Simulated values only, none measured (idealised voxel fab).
The name of this process module is voxel wiring stack.
Displayed cross-section: cut, width of 190 nm, square cells sized 5 nm.
Reading order for cross-sections: top band down to bottom band. Underlying form: a grid of square cells. Band size: one or more rows of cells.
Read a band's entry like this: the first values are the height of its top and the height of its bottom in nm, and what follows is the sequence of materials from left to right, each with its width in nm. Note that "air" is empty space, and that a single material marked "full width" reaches across the band from edge to edge.
The level at which height equals 0 is the one under which the wafer, as it arrives, is entirely one material. No lower edge exists for the bottom band, which continues downward and is notated as in "0..down".
Per-row width for "30->40": begins at first number (top row of band), ends at second number (bottom row), increment between rows held constant.
When a step is marked "nothing different", none of the cells in the cross-section changed during that step.
For the entry "Closed void register", the listed items are empty spaces with no open way to the top whose size is 8 cells or more; each item follows the pattern width x height at distance, where distance is from the left edge and all three are in nm.
That trailing text on a step's line, after the settings, is the simulator's own remark on the step.
The line of a step may include "overlay nm". On a step with a mask, this value is how far to the right of its planned place the mask lay. A negative value means the mask lay to the left.
Here's what the planned process steps look like:
1,RECEIVE, material Si
2,CONFORMAL_DEP, material SiO2, thk nm 10
3,DIRECTIONAL_DEP, material TiN, thk nm 5
4,DIRECTIONAL_DEP, material Ru, thk nm 20
5,MASKED_ETCH, tone cover, mask id METAL_1, width nm 25, pitch nm 40, etch materials Ru, depth nm 20, overlay nm 0
6,MASKED_ETCH, tone cover, mask id METAL_1, width nm 25, pitch nm 40, etch materials TiN, depth nm 5, overlay nm 0
7,FILL_DEP, material SiO2, thk nm 10
8,CMP, height nm 35
9,CONFORMAL_DEP, material SiCN, thk nm 5
10,DIRECTIONAL_DEP, material lowk, thk nm 30
11,PATTERN, tone open, mask id METAL_2_HOLES, material resist, width nm 15, thk nm 20, overlay nm 0
12,DIRECTIONAL_ETCH, etch materials lowk, depth nm 30
13,STRIP, etch materials resist
14,DIRECTIONAL_DEP, material aC, thk nm 10
15,PATTERN, tone open, mask id METAL_2, material resist, width nm 25, pitch nm 40, thk nm 30, overlay nm 0
16,DIRECTIONAL_ETCH, etch materials aC, depth nm 10
17,STRIP, etch materials resist
18,DIRECTIONAL_ETCH, etch materials lowk, depth nm 20
19,DIRECTIONAL_ETCH, etch materials SiCN, depth nm 5
20,STRIP, etch materials aC
21,CONFORMAL_DEP, material TiN, thk nm 5
22,FILL_DEP, material Cu, thk nm 10
23,CMP, height nm 70
24,CONFORMAL_DEP, material SiCN, thk nm 5
25,DIRECTIONAL_DEP, material SiO2, thk nm 35
26,MASKED_ETCH, tone open, mask id METAL_3, width nm 25, pitch nm 40, etch materials SiO2, depth nm 20, overlay nm 0
27,DIRECTIONAL_DEP, material aC, thk nm 10
28,PATTERN, tone open, mask id METAL_3_HOLES, material resist, width nm 15, pitch nm 40, thk nm 25, overlay nm 0
29,DIRECTIONAL_ETCH, etch materials aC, depth nm 10
30,STRIP, etch materials resist
31,DIRECTIONAL_ETCH, etch materials SiO2, depth nm 15
32,DIRECTIONAL_ETCH, etch materials SiCN, depth nm 5
33,STRIP, etch materials aC
34,CONFORMAL_DEP, material TiN, thk nm 5
35,FILL_DEP, material Ru, thk nm 10
36,CMP, height nm 110
37,CONFORMAL_DEP, material SiCN, thk nm 5
38,DIRECTIONAL_DEP, material SiO2, thk nm 25
39,PATTERN, tone open, mask id METAL_4, material resist, width nm 25, pitch nm 40, thk nm 15, overlay nm 0
40,DIRECTIONAL_ETCH, etch materials SiO2, depth nm 15
41,STRIP, etch materials resist
42,MASKED_ETCH, tone open, mask id METAL_4_HOLES, width nm 15, etch materials SiO2, depth nm 10, overlay nm 0
43,MASKED_ETCH, tone open, mask id METAL_4_HOLES, width nm 15, etch materials SiCN, depth nm 5, overlay nm 0
44,CONFORMAL_DEP, material TiN, thk nm 5
45,FILL_DEP, material Cu, thk nm 5
46,CMP, height nm 140
47,CONFORMAL_DEP, material SiCN, thk nm 5
On the first of the two wafers: run conducted according to plan:
Cross-section of the incoming wafer, state after step 1:
* 0..down = Si full width
* Closed void register: none
State of the wafer after step 2, shown in cross-section:
* 10..0 = SiO2 full width
* Unchanged below 0.
State of the wafer after step 3, shown in cross-section:
* 15..10 = TiN full width
* Unchanged below 10.
State of the wafer after step 4, shown in cross-section:
* 35..15 = Ru full width
* Unchanged below 15.
State of the wafer after step 5, shown in cross-section:
* 35..15 = air 60 nm | Ru 25 nm | air 15 nm | Ru 25 nm | air 65 nm
* Unchanged below 15.
State of the wafer after step 6, shown in cross-section:
* 35..15 = air 60 nm | Ru 25 nm | air 15 nm | Ru 25 nm | air 65 nm
* 15..10 = air 60 nm | TiN 25 nm | air 15 nm | TiN 25 nm | air 65 nm
* Unchanged below 10.
State of the wafer after step 7, shown in cross-section:
* 45..35 = SiO2 full width
* 35..15 = SiO2 60 nm | Ru 25 nm | SiO2 15 nm | Ru 25 nm | SiO2 65 nm
* 15..10 = SiO2 60 nm | TiN 25 nm | SiO2 15 nm | TiN 25 nm | SiO2 65 nm
* Unchanged below 10.
State of the wafer after step 8, shown in cross-section:
* 35..15 = SiO2 60 nm | Ru 25 nm | SiO2 15 nm | Ru 25 nm | SiO2 65 nm
* Unchanged below 15.
State of the wafer after step 9, shown in cross-section:
* 40..35 = SiCN full width
* Unchanged below 35.
State of the wafer after step 10, shown in cross-section:
* 70..40 = lowk full width
* Unchanged below 40.
State of the wafer after step 11, shown in cross-section:
* 90..70 = resist 60 nm | air 15 nm | resist 115 nm
* Unchanged below 70.
State of the wafer after step 12, shown in cross-section:
* 90..70 = resist 60 nm | air 15 nm | resist 115 nm
* 70..40 = lowk 60 nm | air 15 nm | lowk 115 nm
* Unchanged below 40.
State of the wafer after step 13, shown in cross-section:
* 70..40 = lowk 60 nm | air 15 nm | lowk 115 nm
* Unchanged below 40.
State of the wafer after step 14, shown in cross-section:
* 80..70 = aC 60 nm | air 15 nm | aC 115 nm
* 70..50 = lowk 60 nm | air 15 nm | lowk 115 nm
* 50..40 = lowk 60 nm | aC 15 nm | lowk 115 nm
* Unchanged below 40.
State of the wafer after step 15, shown in cross-section:
* 110..80 = resist 60 nm | air 25 nm | resist 15 nm | air 25 nm | resist 65 nm
* Unchanged below 80.
State of the wafer after step 16, shown in cross-section:
* 100..80 = resist 60 nm | air 25 nm | resist 15 nm | air 25 nm | resist 65 nm
* 80..70 = aC 60 nm | air 25 nm | aC 15 nm | air 25 nm | aC 65 nm
* 70..40 = lowk 60 nm | air 15 nm | lowk 115 nm
* Unchanged below 40.
State of the wafer after step 17, shown in cross-section:
* 80..70 = aC 60 nm | air 25 nm | aC 15 nm | air 25 nm | aC 65 nm
* Unchanged below 70.
State of the wafer after step 18, shown in cross-section:
* 80..70 = aC 60 nm | air 25 nm | aC 15 nm | air 25 nm | aC 65 nm
* 70..50 = lowk 60 nm | air 25 nm | lowk 15 nm | air 25 nm | lowk 65 nm
* Unchanged below 50.
State of the wafer after step 19, shown in cross-section:
* 80..70 = aC 60 nm | air 25 nm | aC 15 nm | air 25 nm | aC 65 nm
* 70..50 = lowk 60 nm | air 25 nm | lowk 15 nm | air 25 nm | lowk 65 nm
* 50..40 = lowk 60 nm | air 15 nm | lowk 115 nm
* 40..35 = SiCN 60 nm | air 15 nm | SiCN 115 nm
* Unchanged below 35.
State of the wafer after step 20, shown in cross-section:
* 70..50 = lowk 60 nm | air 25 nm | lowk 15 nm | air 25 nm | lowk 65 nm
* Unchanged below 50.
State of the wafer after step 21, shown in cross-section:
* 75..70 = TiN 65 nm | air 15 nm | TiN 25 nm | air 15 nm | TiN 70 nm
* 70..55 = lowk 60 nm | TiN 5 nm | air 15 nm | TiN 5 nm | lowk 15 nm | TiN 5 nm | air 15 nm | TiN 5 nm | lowk 65 nm
* 55..50 = lowk 60 nm | TiN 5 nm | air 5 nm | TiN 15 nm | lowk 15 nm | TiN 25 nm | lowk 65 nm
* 50..40 = lowk 60 nm | TiN 5 nm | air 5 nm | TiN 5 nm | lowk 115 nm
* 40..35 = SiCN 60 nm | TiN 15 nm | SiCN 115 nm
* Unchanged below 35.
State of the wafer after step 22, shown in cross-section:
* 85..75 = Cu full width
* 75..70 = TiN 65 nm | Cu 15 nm | TiN 25 nm | Cu 15 nm | TiN 70 nm
* 70..55 = lowk 60 nm | TiN 5 nm | Cu 15 nm | TiN 5 nm | lowk 15 nm | TiN 5 nm | Cu 15 nm | TiN 5 nm | lowk 65 nm
* 55..50 = lowk 60 nm | TiN 5 nm | Cu 5 nm | TiN 15 nm | lowk 15 nm | TiN 25 nm | lowk 65 nm
* 50..40 = lowk 60 nm | TiN 5 nm | Cu 5 nm | TiN 5 nm | lowk 115 nm
* Unchanged below 40.
State of the wafer after step 23, shown in cross-section:
* 70..55 = lowk 60 nm | TiN 5 nm | Cu 15 nm | TiN 5 nm | lowk 15 nm | TiN 5 nm | Cu 15 nm | TiN 5 nm | lowk 65 nm
* Unchanged below 55.
State of the wafer after step 24, shown in cross-section:
* 75..70 = SiCN full width
* Unchanged below 70.
State of the wafer after step 25, shown in cross-section:
* 110..75 = SiO2 full width
* Unchanged below 75.
State of the wafer after step 26, shown in cross-section:
* 110..90 = SiO2 60 nm | air 25 nm | SiO2 15 nm | air 25 nm | SiO2 65 nm
* Unchanged below 90.
State of the wafer after step 27, shown in cross-section:
* 120..110 = aC 60 nm | air 25 nm | aC 15 nm | air 25 nm | aC 65 nm
* 110..100 = SiO2 60 nm | air 25 nm | SiO2 15 nm | air 25 nm | SiO2 65 nm
* 100..90 = SiO2 60 nm | aC 25 nm | SiO2 15 nm | aC 25 nm | SiO2 65 nm
* Unchanged below 90.
State of the wafer after step 28, shown in cross-section:
* 145..120 = resist 60 nm | air 15 nm | resist 25 nm | air 15 nm | resist 75 nm
* 120..110 = aC 60 nm | air 15 nm | resist 10 nm | aC 15 nm | air 15 nm | resist 10 nm | aC 65 nm
* 110..100 = SiO2 60 nm | air 15 nm | resist 10 nm | SiO2 15 nm | air 15 nm | resist 10 nm | SiO2 65 nm
* Unchanged below 100.
State of the wafer after step 29, shown in cross-section:
* 135..120 = resist 60 nm | air 15 nm | resist 25 nm | air 15 nm | resist 75 nm
* 120..110 = aC 60 nm | air 15 nm | resist 10 nm | aC 15 nm | air 15 nm | resist 10 nm | aC 65 nm
* 110..100 = SiO2 60 nm | air 15 nm | resist 10 nm | SiO2 15 nm | air 15 nm | resist 10 nm | SiO2 65 nm
* 100..90 = SiO2 60 nm | air 15 nm | aC 10 nm | SiO2 15 nm | air 15 nm | aC 10 nm | SiO2 65 nm
* Unchanged below 90.
State of the wafer after step 30, shown in cross-section:
* 120..110 = aC 60 nm | air 25 nm | aC 15 nm | air 25 nm | aC 65 nm
* 110..100 = SiO2 60 nm | air 25 nm | SiO2 15 nm | air 25 nm | SiO2 65 nm
* Unchanged below 100.
State of the wafer after step 31, shown in cross-section:
* 120..110 = aC 60 nm | air 25 nm | aC 15 nm | air 25 nm | aC 65 nm
* 110..100 = SiO2 60 nm | air 25 nm | SiO2 15 nm | air 25 nm | SiO2 65 nm
* 100..90 = SiO2 60 nm | air 15 nm | aC 10 nm | SiO2 15 nm | air 15 nm | aC 10 nm | SiO2 65 nm
* 90..75 = SiO2 60 nm | air 15 nm | SiO2 25 nm | air 15 nm | SiO2 75 nm
* Unchanged below 75.
State of the wafer after step 32, shown in cross-section:
* 120..110 = aC 60 nm | air 25 nm | aC 15 nm | air 25 nm | aC 65 nm
* 110..100 = SiO2 60 nm | air 25 nm | SiO2 15 nm | air 25 nm | SiO2 65 nm
* 100..90 = SiO2 60 nm | air 15 nm | aC 10 nm | SiO2 15 nm | air 15 nm | aC 10 nm | SiO2 65 nm
* 90..75 = SiO2 60 nm | air 15 nm | SiO2 25 nm | air 15 nm | SiO2 75 nm
* 75..70 = SiCN 60 nm | air 15 nm | SiCN 25 nm | air 15 nm | SiCN 75 nm
* Unchanged below 70.
State of the wafer after step 33, shown in cross-section:
* 110..90 = SiO2 60 nm | air 25 nm | SiO2 15 nm | air 25 nm | SiO2 65 nm
* Unchanged below 90.
State of the wafer after step 34, shown in cross-section:
* 115..110 = TiN 65 nm | air 15 nm | TiN 25 nm | air 15 nm | TiN 70 nm
* 110..95 = SiO2 60 nm | TiN 5 nm | air 15 nm | TiN 5 nm | SiO2 15 nm | TiN 5 nm | air 15 nm | TiN 5 nm | SiO2 65 nm
* 95..90 = SiO2 60 nm | TiN 5 nm | air 5 nm | TiN 15 nm | SiO2 15 nm | TiN 5 nm | air 5 nm | TiN 15 nm | SiO2 65 nm
* 90..75 = SiO2 60 nm | TiN 5 nm | air 5 nm | TiN 5 nm | SiO2 25 nm | TiN 5 nm | air 5 nm | TiN 5 nm | SiO2 75 nm
* 75..70 = SiCN 60 nm | TiN 15 nm | SiCN 25 nm | TiN 15 nm | SiCN 75 nm
* Unchanged below 70.
State of the wafer after step 35, shown in cross-section:
* 125..115 = Ru full width
* 115..110 = TiN 65 nm | Ru 15 nm | TiN 25 nm | Ru 15 nm | TiN 70 nm
* 110..95 = SiO2 60 nm | TiN 5 nm | Ru 15 nm | TiN 5 nm | SiO2 15 nm | TiN 5 nm | Ru 15 nm | TiN 5 nm | SiO2 65 nm
* 95..90 = SiO2 60 nm | TiN 5 nm | Ru 5 nm | TiN 15 nm | SiO2 15 nm | TiN 5 nm | Ru 5 nm | TiN 15 nm | SiO2 65 nm
* 90..75 = SiO2 60 nm | TiN 5 nm | Ru 5 nm | TiN 5 nm | SiO2 25 nm | TiN 5 nm | Ru 5 nm | TiN 5 nm | SiO2 75 nm
* Unchanged below 75.
State of the wafer after step 36, shown in cross-section:
* 110..95 = SiO2 60 nm | TiN 5 nm | Ru 15 nm | TiN 5 nm | SiO2 15 nm | TiN 5 nm | Ru 15 nm | TiN 5 nm | SiO2 65 nm
* Unchanged below 95.
State of the wafer after step 37, shown in cross-section:
* 115..110 = SiCN full width
* Unchanged below 110.
State of the wafer after step 38, shown in cross-section:
* 140..115 = SiO2 full width
* Unchanged below 115.
State of the wafer after step 39, shown in cross-section:
* 155..140 = resist 60 nm | air 25 nm | resist 15 nm | air 25 nm | resist 65 nm
* Unchanged below 140.
State of the wafer after step 40, shown in cross-section:
* 155..140 = resist 60 nm | air 25 nm | resist 15 nm | air 25 nm | resist 65 nm
* 140..125 = SiO2 60 nm | air 25 nm | SiO2 15 nm | air 25 nm | SiO2 65 nm
* Unchanged below 125.
State of the wafer after step 41, shown in cross-section:
* 140..125 = SiO2 60 nm | air 25 nm | SiO2 15 nm | air 25 nm | SiO2 65 nm
* Unchanged below 125.
State of the wafer after step 42, shown in cross-section:
* 140..125 = SiO2 60 nm | air 25 nm | SiO2 15 nm | air 25 nm | SiO2 65 nm
* 125..115 = SiO2 60 nm | air 15 nm | SiO2 115 nm
* Unchanged below 115.
State of the wafer after step 43, shown in cross-section:
* 140..125 = SiO2 60 nm | air 25 nm | SiO2 15 nm | air 25 nm | SiO2 65 nm
* 125..115 = SiO2 60 nm | air 15 nm | SiO2 115 nm
* 115..110 = SiCN 60 nm | air 15 nm | SiCN 115 nm
* Unchanged below 110.
State of the wafer after step 44, shown in cross-section:
* 145..140 = TiN 65 nm | air 15 nm | TiN 25 nm | air 15 nm | TiN 70 nm
* 140..130 = SiO2 60 nm | TiN 5 nm | air 15 nm | TiN 5 nm | SiO2 15 nm | TiN 5 nm | air 15 nm | TiN 5 nm | SiO2 65 nm
* 130..125 = SiO2 60 nm | TiN 5 nm | air 5 nm | TiN 15 nm | SiO2 15 nm | TiN 25 nm | SiO2 65 nm
* 125..115 = SiO2 60 nm | TiN 5 nm | air 5 nm | TiN 5 nm | SiO2 115 nm
* 115..110 = SiCN 60 nm | TiN 15 nm | SiCN 115 nm
* Unchanged below 110.
State of the wafer after step 45, shown in cross-section:
* 150..145 = Cu full width
* 145..140 = TiN 65 nm | Cu 15 nm | TiN 25 nm | Cu 15 nm | TiN 70 nm
* 140..130 = SiO2 60 nm | TiN 5 nm | Cu 15 nm | TiN 5 nm | SiO2 15 nm | TiN 5 nm | Cu 15 nm | TiN 5 nm | SiO2 65 nm
* 130..125 = SiO2 60 nm | TiN 5 nm | Cu 5 nm | TiN 15 nm | SiO2 15 nm | TiN 25 nm | SiO2 65 nm
* 125..115 = SiO2 60 nm | TiN 5 nm | Cu 5 nm | TiN 5 nm | SiO2 115 nm
* Unchanged below 115.
State of the wafer after step 46, shown in cross-section:
* 140..130 = SiO2 60 nm | TiN 5 nm | Cu 15 nm | TiN 5 nm | SiO2 15 nm | TiN 5 nm | Cu 15 nm | TiN 5 nm | SiO2 65 nm
* Unchanged below 130.
State of the wafer after step 47, shown in cross-section:
* 145..140 = SiCN full width
* Unchanged below 140.
The second wafer began exactly as the first did and followed the same plan, but one mistake was made while running it; through step 1 inclusive, the two wafers are identical:
Second wafer profile in section, at the moment step 2 of the plan was meant to be complete: nothing different
Second wafer profile in section, at the moment step 3 of the plan was meant to be complete:
* 5..0 = TiN full width
* Unchanged below 0.
Second wafer profile in section, at the moment step 4 of the plan was meant to be complete:
* 25..5 = Ru full width
* Unchanged below 5.
Second wafer profile in section, at the moment step 5 of the plan was meant to be complete:
* 25..5 = air 60 nm | Ru 25 nm | air 15 nm | Ru 25 nm | air 65 nm
* Unchanged below 5.
Second wafer profile in section, at the moment step 6 of the plan was meant to be complete:
* 25..5 = air 60 nm | Ru 25 nm | air 15 nm | Ru 25 nm | air 65 nm
* 5..0 = air 60 nm | TiN 25 nm | air 15 nm | TiN 25 nm | air 65 nm
* Unchanged below 0.
Second wafer profile in section, at the moment step 7 of the plan was meant to be complete:
* 35..25 = SiO2 full width
* 25..5 = SiO2 60 nm | Ru 25 nm | SiO2 15 nm | Ru 25 nm | SiO2 65 nm
* 5..0 = SiO2 60 nm | TiN 25 nm | SiO2 15 nm | TiN 25 nm | SiO2 65 nm
* Unchanged below 0.
Second wafer profile in section, at the moment step 8 of the plan was meant to be complete: nothing different
Second wafer profile in section, at the moment step 9 of the plan was meant to be complete:
* 40..35 = SiCN full width
* Unchanged below 35.
Second wafer profile in section, at the moment step 10 of the plan was meant to be complete:
* 70..40 = lowk full width
* Unchanged below 40.
Second wafer profile in section, at the moment step 11 of the plan was meant to be complete:
* 90..70 = resist 60 nm | air 15 nm | resist 115 nm
* Unchanged below 70.
Second wafer profile in section, at the moment step 12 of the plan was meant to be complete:
* 90..70 = resist 60 nm | air 15 nm | resist 115 nm
* 70..40 = lowk 60 nm | air 15 nm | lowk 115 nm
* Unchanged below 40.
Second wafer profile in section, at the moment step 13 of the plan was meant to be complete:
* 70..40 = lowk 60 nm | air 15 nm | lowk 115 nm
* Unchanged below 40.
Second wafer profile in section, at the moment step 14 of the plan was meant to be complete:
* 80..70 = aC 60 nm | air 15 nm | aC 115 nm
* 70..50 = lowk 60 nm | air 15 nm | lowk 115 nm
* 50..40 = lowk 60 nm | aC 15 nm | lowk 115 nm
* Unchanged below 40.
Second wafer profile in section, at the moment step 15 of the plan was meant to be complete:
* 110..80 = resist 60 nm | air 25 nm | resist 15 nm | air 25 nm | resist 65 nm
* Unchanged below 80.
Second wafer profile in section, at the moment step 16 of the plan was meant to be complete:
* 100..80 = resist 60 nm | air 25 nm | resist 15 nm | air 25 nm | resist 65 nm
* 80..70 = aC 60 nm | air 25 nm | aC 15 nm | air 25 nm | aC 65 nm
* 70..40 = lowk 60 nm | air 15 nm | lowk 115 nm
* Unchanged below 40.
Second wafer profile in section, at the moment step 17 of the plan was meant to be complete:
* 80..70 = aC 60 nm | air 25 nm | aC 15 nm | air 25 nm | aC 65 nm
* Unchanged below 70.
Second wafer profile in section, at the moment step 18 of the plan was meant to be complete:
* 80..70 = aC 60 nm | air 25 nm | aC 15 nm | air 25 nm | aC 65 nm
* 70..50 = lowk 60 nm | air 25 nm | lowk 15 nm | air 25 nm | lowk 65 nm
* Unchanged below 50.
Second wafer profile in section, at the moment step 19 of the plan was meant to be complete:
* 80..70 = aC 60 nm | air 25 nm | aC 15 nm | air 25 nm | aC 65 nm
* 70..50 = lowk 60 nm | air 25 nm | lowk 15 nm | air 25 nm | lowk 65 nm
* 50..40 = lowk 60 nm | air 15 nm | lowk 115 nm
* 40..35 = SiCN 60 nm | air 15 nm | SiCN 115 nm
* Unchanged below 35.
Second wafer profile in section, at the moment step 20 of the plan was meant to be complete:
* 70..50 = lowk 60 nm | air 25 nm | lowk 15 nm | air 25 nm | lowk 65 nm
* Unchanged below 50.
Second wafer profile in section, at the moment step 21 of the plan was meant to be complete:
* 75..70 = TiN 65 nm | air 15 nm | TiN 25 nm | air 15 nm | TiN 70 nm
* 70..55 = lowk 60 nm | TiN 5 nm | air 15 nm | TiN 5 nm | lowk 15 nm | TiN 5 nm | air 15 nm | TiN 5 nm | lowk 65 nm
* 55..50 = lowk 60 nm | TiN 5 nm | air 5 nm | TiN 15 nm | lowk 15 nm | TiN 25 nm | lowk 65 nm
* 50..40 = lowk 60 nm | TiN 5 nm | air 5 nm | TiN 5 nm | lowk 115 nm
* 40..35 = SiCN 60 nm | TiN 15 nm | SiCN 115 nm
* Unchanged below 35.
Second wafer profile in section, at the moment step 22 of the plan was meant to be complete:
* 85..75 = Cu full width
* 75..70 = TiN 65 nm | Cu 15 nm | TiN 25 nm | Cu 15 nm | TiN 70 nm
* 70..55 = lowk 60 nm | TiN 5 nm | Cu 15 nm | TiN 5 nm | lowk 15 nm | TiN 5 nm | Cu 15 nm | TiN 5 nm | lowk 65 nm
* 55..50 = lowk 60 nm | TiN 5 nm | Cu 5 nm | TiN 15 nm | lowk 15 nm | TiN 25 nm | lowk 65 nm
* 50..40 = lowk 60 nm | TiN 5 nm | Cu 5 nm | TiN 5 nm | lowk 115 nm
* Unchanged below 40.
Second wafer profile in section, at the moment step 23 of the plan was meant to be complete:
* 70..55 = lowk 60 nm | TiN 5 nm | Cu 15 nm | TiN 5 nm | lowk 15 nm | TiN 5 nm | Cu 15 nm | TiN 5 nm | lowk 65 nm
* Unchanged below 55.
Second wafer profile in section, at the moment step 24 of the plan was meant to be complete:
* 75..70 = SiCN full width
* Unchanged below 70.
Second wafer profile in section, at the moment step 25 of the plan was meant to be complete:
* 110..75 = SiO2 full width
* Unchanged below 75.
Second wafer profile in section, at the moment step 26 of the plan was meant to be complete:
* 110..90 = SiO2 60 nm | air 25 nm | SiO2 15 nm | air 25 nm | SiO2 65 nm
* Unchanged below 90.
Second wafer profile in section, at the moment step 27 of the plan was meant to be complete:
* 120..110 = aC 60 nm | air 25 nm | aC 15 nm | air 25 nm | aC 65 nm
* 110..100 = SiO2 60 nm | air 25 nm | SiO2 15 nm | air 25 nm | SiO2 65 nm
* 100..90 = SiO2 60 nm | aC 25 nm | SiO2 15 nm | aC 25 nm | SiO2 65 nm
* Unchanged below 90.
Second wafer profile in section, at the moment step 28 of the plan was meant to be complete:
* 145..120 = resist 60 nm | air 15 nm | resist 25 nm | air 15 nm | resist 75 nm
* 120..110 = aC 60 nm | air 15 nm | resist 10 nm | aC 15 nm | air 15 nm | resist 10 nm | aC 65 nm
* 110..100 = SiO2 60 nm | air 15 nm | resist 10 nm | SiO2 15 nm | air 15 nm | resist 10 nm | SiO2 65 nm
* Unchanged below 100.
Second wafer profile in section, at the moment step 29 of the plan was meant to be complete:
* 135..120 = resist 60 nm | air 15 nm | resist 25 nm | air 15 nm | resist 75 nm
* 120..110 = aC 60 nm | air 15 nm | resist 10 nm | aC 15 nm | air 15 nm | resist 10 nm | aC 65 nm
* 110..100 = SiO2 60 nm | air 15 nm | resist 10 nm | SiO2 15 nm | air 15 nm | resist 10 nm | SiO2 65 nm
* 100..90 = SiO2 60 nm | air 15 nm | aC 10 nm | SiO2 15 nm | air 15 nm | aC 10 nm | SiO2 65 nm
* Unchanged below 90.
Second wafer profile in section, at the moment step 30 of the plan was meant to be complete:
* 120..110 = aC 60 nm | air 25 nm | aC 15 nm | air 25 nm | aC 65 nm
* 110..100 = SiO2 60 nm | air 25 nm | SiO2 15 nm | air 25 nm | SiO2 65 nm
* Unchanged below 100.
Second wafer profile in section, at the moment step 31 of the plan was meant to be complete:
* 120..110 = aC 60 nm | air 25 nm | aC 15 nm | air 25 nm | aC 65 nm
* 110..100 = SiO2 60 nm | air 25 nm | SiO2 15 nm | air 25 nm | SiO2 65 nm
* 100..90 = SiO2 60 nm | air 15 nm | aC 10 nm | SiO2 15 nm | air 15 nm | aC 10 nm | SiO2 65 nm
* 90..75 = SiO2 60 nm | air 15 nm | SiO2 25 nm | air 15 nm | SiO2 75 nm
* Unchanged below 75.
Second wafer profile in section, at the moment step 32 of the plan was meant to be complete:
* 120..110 = aC 60 nm | air 25 nm | aC 15 nm | air 25 nm | aC 65 nm
* 110..100 = SiO2 60 nm | air 25 nm | SiO2 15 nm | air 25 nm | SiO2 65 nm
* 100..90 = SiO2 60 nm | air 15 nm | aC 10 nm | SiO2 15 nm | air 15 nm | aC 10 nm | SiO2 65 nm
* 90..75 = SiO2 60 nm | air 15 nm | SiO2 25 nm | air 15 nm | SiO2 75 nm
* 75..70 = SiCN 60 nm | air 15 nm | SiCN 25 nm | air 15 nm | SiCN 75 nm
* Unchanged below 70.
Second wafer profile in section, at the moment step 33 of the plan was meant to be complete:
* 110..90 = SiO2 60 nm | air 25 nm | SiO2 15 nm | air 25 nm | SiO2 65 nm
* Unchanged below 90.
Second wafer profile in section, at the moment step 34 of the plan was meant to be complete:
* 115..110 = TiN 65 nm | air 15 nm | TiN 25 nm | air 15 nm | TiN 70 nm
* 110..95 = SiO2 60 nm | TiN 5 nm | air 15 nm | TiN 5 nm | SiO2 15 nm | TiN 5 nm | air 15 nm | TiN 5 nm | SiO2 65 nm
* 95..90 = SiO2 60 nm | TiN 5 nm | air 5 nm | TiN 15 nm | SiO2 15 nm | TiN 5 nm | air 5 nm | TiN 15 nm | SiO2 65 nm
* 90..75 = SiO2 60 nm | TiN 5 nm | air 5 nm | TiN 5 nm | SiO2 25 nm | TiN 5 nm | air 5 nm | TiN 5 nm | SiO2 75 nm
* 75..70 = SiCN 60 nm | TiN 15 nm | SiCN 25 nm | TiN 15 nm | SiCN 75 nm
* Unchanged below 70.
Second wafer profile in section, at the moment step 35 of the plan was meant to be complete:
* 125..115 = Ru full width
* 115..110 = TiN 65 nm | Ru 15 nm | TiN 25 nm | Ru 15 nm | TiN 70 nm
* 110..95 = SiO2 60 nm | TiN 5 nm | Ru 15 nm | TiN 5 nm | SiO2 15 nm | TiN 5 nm | Ru 15 nm | TiN 5 nm | SiO2 65 nm
* 95..90 = SiO2 60 nm | TiN 5 nm | Ru 5 nm | TiN 15 nm | SiO2 15 nm | TiN 5 nm | Ru 5 nm | TiN 15 nm | SiO2 65 nm
* 90..75 = SiO2 60 nm | TiN 5 nm | Ru 5 nm | TiN 5 nm | SiO2 25 nm | TiN 5 nm | Ru 5 nm | TiN 5 nm | SiO2 75 nm
* Unchanged below 75.
Second wafer profile in section, at the moment step 36 of the plan was meant to be complete:
* 110..95 = SiO2 60 nm | TiN 5 nm | Ru 15 nm | TiN 5 nm | SiO2 15 nm | TiN 5 nm | Ru 15 nm | TiN 5 nm | SiO2 65 nm
* Unchanged below 95.
Second wafer profile in section, at the moment step 37 of the plan was meant to be complete:
* 115..110 = SiCN full width
* Unchanged below 110.
Second wafer profile in section, at the moment step 38 of the plan was meant to be complete:
* 140..115 = SiO2 full width
* Unchanged below 115.
Second wafer profile in section, at the moment step 39 of the plan was meant to be complete:
* 155..140 = resist 60 nm | air 25 nm | resist 15 nm | air 25 nm | resist 65 nm
* Unchanged below 140.
Second wafer profile in section, at the moment step 40 of the plan was meant to be complete:
* 155..140 = resist 60 nm | air 25 nm | resist 15 nm | air 25 nm | resist 65 nm
* 140..125 = SiO2 60 nm | air 25 nm | SiO2 15 nm | air 25 nm | SiO2 65 nm
* Unchanged below 125.
Second wafer profile in section, at the moment step 41 of the plan was meant to be complete:
* 140..125 = SiO2 60 nm | air 25 nm | SiO2 15 nm | air 25 nm | SiO2 65 nm
* Unchanged below 125.
Second wafer profile in section, at the moment step 42 of the plan was meant to be complete:
* 140..125 = SiO2 60 nm | air 25 nm | SiO2 15 nm | air 25 nm | SiO2 65 nm
* 125..115 = SiO2 60 nm | air 15 nm | SiO2 115 nm
* Unchanged below 115.
Second wafer profile in section, at the moment step 43 of the plan was meant to be complete:
* 140..125 = SiO2 60 nm | air 25 nm | SiO2 15 nm | air 25 nm | SiO2 65 nm
* 125..115 = SiO2 60 nm | air 15 nm | SiO2 115 nm
* 115..110 = SiCN 60 nm | air 15 nm | SiCN 115 nm
* Unchanged below 110.
Second wafer profile in section, at the moment step 44 of the plan was meant to be complete:
* 145..140 = TiN 65 nm | air 15 nm | TiN 25 nm | air 15 nm | TiN 70 nm
* 140..130 = SiO2 60 nm | TiN 5 nm | air 15 nm | TiN 5 nm | SiO2 15 nm | TiN 5 nm | air 15 nm | TiN 5 nm | SiO2 65 nm
* 130..125 = SiO2 60 nm | TiN 5 nm | air 5 nm | TiN 15 nm | SiO2 15 nm | TiN 25 nm | SiO2 65 nm
* 125..115 = SiO2 60 nm | TiN 5 nm | air 5 nm | TiN 5 nm | SiO2 115 nm
* 115..110 = SiCN 60 nm | TiN 15 nm | SiCN 115 nm
* Unchanged below 110.
Second wafer profile in section, at the moment step 45 of the plan was meant to be complete:
* 150..145 = Cu full width
* 145..140 = TiN 65 nm | Cu 15 nm | TiN 25 nm | Cu 15 nm | TiN 70 nm
* 140..130 = SiO2 60 nm | TiN 5 nm | Cu 15 nm | TiN 5 nm | SiO2 15 nm | TiN 5 nm | Cu 15 nm | TiN 5 nm | SiO2 65 nm
* 130..125 = SiO2 60 nm | TiN 5 nm | Cu 5 nm | TiN 15 nm | SiO2 15 nm | TiN 25 nm | SiO2 65 nm
* 125..115 = SiO2 60 nm | TiN 5 nm | Cu 5 nm | TiN 5 nm | SiO2 115 nm
* Unchanged below 115.
Second wafer profile in section, at the moment step 46 of the plan was meant to be complete:
* 140..130 = SiO2 60 nm | TiN 5 nm | Cu 15 nm | TiN 5 nm | SiO2 15 nm | TiN 5 nm | Cu 15 nm | TiN 5 nm | SiO2 65 nm
* Unchanged below 130.
Second wafer profile in section, at the moment step 47 of the plan was meant to be complete:
* 145..140 = SiCN full width
* Unchanged below 140.
Processing error: step 2 was left out
Both wafers, final: cells per material equal; arrangement not.
